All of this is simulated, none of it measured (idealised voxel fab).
process module | voxel self aligned contacts
cross-section cut | 205 nm wide | cells 5 nm
A cross-section is a grid of square cells, given in bands from the top down. A band is one or more rows of cells.
Each band's line starts with the height of the band's top and of its bottom, in nm. Then come its materials from left to right, each with its width in nm. One material with "throughout" fills the band from edge to edge. "air" is empty space.
Height 0 is the level under which the wafer as received is all one material. The lowest band goes on downwards, as in "0 down".
A width such as "30 to 40" changes by the same amount from each row of cells to the next, from the band's top row to its bottom row.
"no change" after a step means that no cell of the cross-section changed.
closed voids: empty space of 8 cells or more with no open way to the top, each as width x height at its distance from the left edge, in nm
after a step's settings: what the simulator itself notes on the step
overlay nm, on a step with a mask: how far to the right of its planned place the mask lay; to the left if negative
plan
1 op RECEIVE | material Si
2 op CONFORMAL_DEP | material SiO2 | thk nm 5
3 op DIRECTIONAL_DEP | material polySi | thk nm 25
4 op DIRECTIONAL_DEP | material SiN | thk nm 20
5 op MASKED_ETCH | tone cover | mask id GATE | width nm 25 | pitch nm 60 | etch materials SiN | depth nm 20 | overlay nm 0
6 op MASKED_ETCH | tone cover | mask id GATE | width nm 25 | pitch nm 60 | etch materials polySi | depth nm 25 | overlay nm 0
7 op CONFORMAL_DEP | material SiN | thk nm 10
8 op DIRECTIONAL_ETCH | etch materials SiN | depth nm 10
9 op FILL_DEP | material SiO2 | thk nm 10
10 op CMP | height nm 55
11 op DIRECTIONAL_DEP | material aC | thk nm 10
12 op PATTERN | tone open | mask id CONTACT | material resist | width nm 45 | pitch nm 60 | thk nm 30 | overlay nm 0
13 op DIRECTIONAL_ETCH | etch materials aC | depth nm 10
14 op STRIP | etch materials resist
15 op DIRECTIONAL_ETCH | etch materials SiO2 | depth nm 55
16 op STRIP | etch materials aC
17 op CONFORMAL_DEP | material TiN | thk nm 5
18 op FILL_DEP | material Ru | thk nm 5
19 op CMP | height nm 55
20 op CONFORMAL_DEP | material SiN | thk nm 5
first wafer, as planned
as received, after step 1
  0 down: Si throughout
  closed voids: none
after step 2
  5 to 0: SiO2 throughout
  below 0: unchanged
after step 3
  30 to 5: polySi throughout
  below 5: unchanged
after step 4
  50 to 30: SiN throughout
  below 30: unchanged
after step 5
  50 to 30: air 30 | SiN 25 | air 35 | SiN 25 | air 35 | SiN 25 | air 30
  below 30: unchanged
after step 6
  50 to 30: air 30 | SiN 25 | air 35 | SiN 25 | air 35 | SiN 25 | air 30
  30 to 5: air 30 | polySi 25 | air 35 | polySi 25 | air 35 | polySi 25 | air 30
  below 5: unchanged
after step 7
  60 to 30: air 20 | SiN 45 | air 15 | SiN 45 | air 15 | SiN 45 | air 20
  30 to 15: air 20 | SiN 10 | polySi 25 | SiN 10 | air 15 | SiN 10 | polySi 25 | SiN 10 | air 15 | SiN 10 | polySi 25 | SiN 10 | air 20
  15 to 5: SiN 30 | polySi 25 | SiN 35 | polySi 25 | SiN 35 | polySi 25 | SiN 30
  below 5: unchanged
after step 8
  50 to 30: air 20 | SiN 45 | air 15 | SiN 45 | air 15 | SiN 45 | air 20
  30 to 5: air 20 | SiN 10 | polySi 25 | SiN 10 | air 15 | SiN 10 | polySi 25 | SiN 10 | air 15 | SiN 10 | polySi 25 | SiN 10 | air 20
  below 5: unchanged
after step 9
  60 to 50: SiO2 throughout
  50 to 30: SiO2 20 | SiN 45 | SiO2 15 | SiN 45 | SiO2 15 | SiN 45 | SiO2 20
  30 to 5: SiO2 20 | SiN 10 | polySi 25 | SiN 10 | SiO2 15 | SiN 10 | polySi 25 | SiN 10 | SiO2 15 | SiN 10 | polySi 25 | SiN 10 | SiO2 20
  below 5: unchanged
after step 10
  55 to 50: SiO2 throughout
  below 50: unchanged
after step 11
  65 to 55: aC throughout
  below 55: unchanged
after step 12
  95 to 65: resist 50 | air 45 | resist 15 | air 45 | resist 50
  below 65: unchanged
after step 13
  85 to 65: resist 50 | air 45 | resist 15 | air 45 | resist 50
  65 to 55: aC 50 | air 45 | aC 15 | air 45 | aC 50
  below 55: unchanged
after step 14
  65 to 55: aC 50 | air 45 | aC 15 | air 45 | aC 50
  below 55: unchanged
after step 15
  65 to 55: aC 50 | air 45 | aC 15 | air 45 | aC 50
  55 to 50: SiO2 50 | air 45 | SiO2 15 | air 45 | SiO2 50
  50 to 30: SiO2 20 | SiN 45 | air 15 | SiN 45 | air 15 | SiN 45 | SiO2 20
  30 to 5: SiO2 20 | SiN 10 | polySi 25 | SiN 10 | air 15 | SiN 10 | polySi 25 | SiN 10 | air 15 | SiN 10 | polySi 25 | SiN 10 | SiO2 20
  5 to 0: SiO2 65 | air 15 | SiO2 45 | air 15 | SiO2 65
  below 0: unchanged
after step 16
  55 to 50: SiO2 50 | air 45 | SiO2 15 | air 45 | SiO2 50
  below 50: unchanged
after step 17
  60 to 55: TiN 55 | air 35 | TiN 25 | air 35 | TiN 55
  55 to 50: SiO2 50 | TiN 20 | air 5 | TiN 20 | SiO2 15 | TiN 20 | air 5 | TiN 20 | SiO2 50
  50 to 30: SiO2 20 | SiN 45 | TiN 5 | air 5 | TiN 5 | SiN 45 | TiN 5 | air 5 | TiN 5 | SiN 45 | SiO2 20
  30 to 5: SiO2 20 | SiN 10 | polySi 25 | SiN 10 | TiN 5 | air 5 | TiN 5 | SiN 10 | polySi 25 | SiN 10 | TiN 5 | air 5 | TiN 5 | SiN 10 | polySi 25 | SiN 10 | SiO2 20
  5 to 0: SiO2 65 | TiN 15 | SiO2 45 | TiN 15 | SiO2 65
  below 0: unchanged
after step 18
  65 to 60: Ru throughout
  60 to 55: TiN 55 | Ru 35 | TiN 25 | Ru 35 | TiN 55
  55 to 50: SiO2 50 | TiN 20 | Ru 5 | TiN 20 | SiO2 15 | TiN 20 | Ru 5 | TiN 20 | SiO2 50
  50 to 30: SiO2 20 | SiN 45 | TiN 5 | Ru 5 | TiN 5 | SiN 45 | TiN 5 | Ru 5 | TiN 5 | SiN 45 | SiO2 20
  30 to 5: SiO2 20 | SiN 10 | polySi 25 | SiN 10 | TiN 5 | Ru 5 | TiN 5 | SiN 10 | polySi 25 | SiN 10 | TiN 5 | Ru 5 | TiN 5 | SiN 10 | polySi 25 | SiN 10 | SiO2 20
  below 5: unchanged
after step 19
  55 to 50: SiO2 50 | TiN 20 | Ru 5 | TiN 20 | SiO2 15 | TiN 20 | Ru 5 | TiN 20 | SiO2 50
  below 50: unchanged
after step 20
  60 to 55: SiN throughout
  below 55: unchanged
second wafer: like start, like plan, one mistake. Through step 1 it matches the first wafer
when step 2 should have ended: no change
when step 3 should have ended
  25 to 0: polySi throughout
  below 0: unchanged
when step 4 should have ended
  45 to 25: SiN throughout
  below 25: unchanged
when step 5 should have ended
  45 to 25: air 30 | SiN 25 | air 35 | SiN 25 | air 35 | SiN 25 | air 30
  below 25: unchanged
when step 6 should have ended
  45 to 25: air 30 | SiN 25 | air 35 | SiN 25 | air 35 | SiN 25 | air 30
  25 to 0: air 30 | polySi 25 | air 35 | polySi 25 | air 35 | polySi 25 | air 30
  below 0: unchanged
when step 7 should have ended
  55 to 25: air 20 | SiN 45 | air 15 | SiN 45 | air 15 | SiN 45 | air 20
  25 to 10: air 20 | SiN 10 | polySi 25 | SiN 10 | air 15 | SiN 10 | polySi 25 | SiN 10 | air 15 | SiN 10 | polySi 25 | SiN 10 | air 20
  10 to 0: SiN 30 | polySi 25 | SiN 35 | polySi 25 | SiN 35 | polySi 25 | SiN 30
  below 0: unchanged
when step 8 should have ended
  45 to 25: air 20 | SiN 45 | air 15 | SiN 45 | air 15 | SiN 45 | air 20
  25 to 0: air 20 | SiN 10 | polySi 25 | SiN 10 | air 15 | SiN 10 | polySi 25 | SiN 10 | air 15 | SiN 10 | polySi 25 | SiN 10 | air 20
  below 0: unchanged
when step 9 should have ended
  55 to 45: SiO2 throughout
  45 to 25: SiO2 20 | SiN 45 | SiO2 15 | SiN 45 | SiO2 15 | SiN 45 | SiO2 20
  25 to 0: SiO2 20 | SiN 10 | polySi 25 | SiN 10 | SiO2 15 | SiN 10 | polySi 25 | SiN 10 | SiO2 15 | SiN 10 | polySi 25 | SiN 10 | SiO2 20
  below 0: unchanged
when step 10 should have ended: no change
when step 11 should have ended
  65 to 55: aC throughout
  below 55: unchanged
when step 12 should have ended
  95 to 65: resist 50 | air 45 | resist 15 | air 45 | resist 50
  below 65: unchanged
when step 13 should have ended
  85 to 65: resist 50 | air 45 | resist 15 | air 45 | resist 50
  65 to 55: aC 50 | air 45 | aC 15 | air 45 | aC 50
  below 55: unchanged
when step 14 should have ended
  65 to 55: aC 50 | air 45 | aC 15 | air 45 | aC 50
  below 55: unchanged
when step 15 should have ended
  65 to 55: aC 50 | air 45 | aC 15 | air 45 | aC 50
  55 to 45: SiO2 50 | air 45 | SiO2 15 | air 45 | SiO2 50
  45 to 25: SiO2 20 | SiN 45 | air 15 | SiN 45 | air 15 | SiN 45 | SiO2 20
  25 to 0: SiO2 20 | SiN 10 | polySi 25 | SiN 10 | air 15 | SiN 10 | polySi 25 | SiN 10 | air 15 | SiN 10 | polySi 25 | SiN 10 | SiO2 20
  below 0: unchanged
when step 16 should have ended
  55 to 45: SiO2 50 | air 45 | SiO2 15 | air 45 | SiO2 50
  below 45: unchanged
when step 17 should have ended
  60 to 55: TiN 55 | air 35 | TiN 25 | air 35 | TiN 55
  55 to 45: SiO2 50 | TiN 5 to 20 | air 35 to 5 | TiN 5 to 20 | SiO2 15 | TiN 5 to 20 | air 35 to 5 | TiN 5 to 20 | SiO2 50
  45 to 25: SiO2 20 | SiN 45 | TiN 5 | air 5 | TiN 5 | SiN 45 | TiN 5 | air 5 | TiN 5 | SiN 45 | SiO2 20
  25 to 5: SiO2 20 | SiN 10 | polySi 25 | SiN 10 | TiN 5 | air 5 | TiN 5 | SiN 10 | polySi 25 | SiN 10 | TiN 5 | air 5 | TiN 5 | SiN 10 | polySi 25 | SiN 10 | SiO2 20
  5 to 0: SiO2 20 | SiN 10 | polySi 25 | SiN 10 | TiN 15 | SiN 10 | polySi 25 | SiN 10 | TiN 15 | SiN 10 | polySi 25 | SiN 10 | SiO2 20
  below 0: unchanged
when step 18 should have ended
  65 to 60: Ru throughout
  60 to 55: TiN 55 | Ru 35 | TiN 25 | Ru 35 | TiN 55
  55 to 45: SiO2 50 | TiN 5 to 20 | Ru 35 to 5 | TiN 5 to 20 | SiO2 15 | TiN 5 to 20 | Ru 35 to 5 | TiN 5 to 20 | SiO2 50
  45 to 25: SiO2 20 | SiN 45 | TiN 5 | Ru 5 | TiN 5 | SiN 45 | TiN 5 | Ru 5 | TiN 5 | SiN 45 | SiO2 20
  25 to 5: SiO2 20 | SiN 10 | polySi 25 | SiN 10 | TiN 5 | Ru 5 | TiN 5 | SiN 10 | polySi 25 | SiN 10 | TiN 5 | Ru 5 | TiN 5 | SiN 10 | polySi 25 | SiN 10 | SiO2 20
  below 5: unchanged
when step 19 should have ended
  55 to 45: SiO2 50 | TiN 5 to 20 | Ru 35 to 5 | TiN 5 to 20 | SiO2 15 | TiN 5 to 20 | Ru 35 to 5 | TiN 5 to 20 | SiO2 50
  below 45: unchanged
when step 20 should have ended
  60 to 55: SiN throughout
  below 55: unchanged
what went wrong: step 2 was left out
at the end the second wafer has, in cells: 12 more of Ru | 12 fewer of SiO2
